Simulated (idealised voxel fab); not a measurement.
A process module follows: voxel air gaps.
The width of the displayed cross-section, cut, is 245 nm; its cells are square, with a size of 5 nm.
Square cells in a grid make up a cross-section in this document, and the grid is given as bands, listed from the top down, each one or more rows of cells.
Basically the band line says how high the top is and how high the bottom is, in nm, and then what's in it from left to right, every material with its width in nm. Empty space shows up as "empty", and if a single material carries "throughout" it runs the full band edge to edge.
Below 0: as-received wafer, all one material; heights counted from there. Lowest band: no bottom, goes on down, written "top 0, no bottom".
Think of "30->40" as a width that walks from the first number to the second as you go down the band, top row to bottom row, taking equal-sized steps from row to row.
Step marked "no change"? Then no cell in the cross-section changed in it.
So "Enclosed void inventory" is basically the list of trapped voids: any empty space of 8 cells or more that can't reach the top through an opening. They're written width x height at distance, the distance being from the left edge, and it's all nm.
Where a step's line continues beyond its settings, the continuation is a remark by the simulator itself on that step.
overlay nm: how far to the right of its planned place the mask lay on this masked step (negative: to the left).

### Steps in the process plan
1: RECEIVE,material Si
2: CONFORMAL_DEP,material SiO2,thk nm 10
3: CONFORMAL_DEP,material SiN,thk nm 5
4: DIRECTIONAL_DEP,material lowk,thk nm 35
5: DIRECTIONAL_DEP,material aC,thk nm 10
6: PATTERN,tone open,mask id LINES,material resist,width nm 20,pitch nm 50,thk nm 25,overlay nm -15
7: DIRECTIONAL_ETCH,etch materials aC,depth nm 10
8: STRIP,etch materials resist
9: DIRECTIONAL_ETCH,etch materials lowk,depth nm 35
10: STRIP,etch materials aC
11: CONFORMAL_DEP,material TiN,thk nm 5
12: FILL_DEP,material Ru,thk nm 5
13: CMP,height nm 50
14: EPI,material Ru,thk nm 10
15: SELECTIVE_ETCH,etch materials lowk,depth nm 45
16: CONFORMAL_DEP,material SiCN,thk nm 5
It is noted that the wafers described herein are identical at the outset and are distinguished by the overlay nm of step 6; the value stated in the plan corresponds to the first wafer.

### The as-received cross-section of the first of several wafers corresponds to the state after step 1
	top 0, no bottom  Si throughout
	Enclosed void inventory: none

### Where each wafer stands at the end of the module, a row apiece: cells of each material gained (+) or lost (-) since it was received, then closed voids
overlay nm -15 | +84 Ru | +127 SiCN | +49 SiN | +98 SiO2 | +48 TiN | Enclosed void inventory: 20 x 25 at 70; 20 x 25 at 120
overlay nm -10 | +84 Ru | +127 SiCN | +49 SiN | +98 SiO2 | +48 TiN | Enclosed void inventory: 20 x 25 at 75; 20 x 25 at 125
overlay nm -5 | +84 Ru | +127 SiCN | +49 SiN | +98 SiO2 | +48 TiN | Enclosed void inventory: 20 x 25 at 80; 20 x 25 at 130
overlay nm 0 | +84 Ru | +127 SiCN | +49 SiN | +98 SiO2 | +48 TiN | Enclosed void inventory: 20 x 25 at 85; 20 x 25 at 135
overlay nm 5 | +84 Ru | +127 SiCN | +49 SiN | +98 SiO2 | +48 TiN | Enclosed void inventory: 20 x 25 at 90; 20 x 25 at 140
overlay nm 10 | +84 Ru | +127 SiCN | +49 SiN | +98 SiO2 | +48 TiN | Enclosed void inventory: 20 x 25 at 95; 20 x 25 at 145
overlay nm 15 | +84 Ru | +127 SiCN | +49 SiN | +98 SiO2 | +48 TiN | Enclosed void inventory: 20 x 25 at 100; 20 x 25 at 150
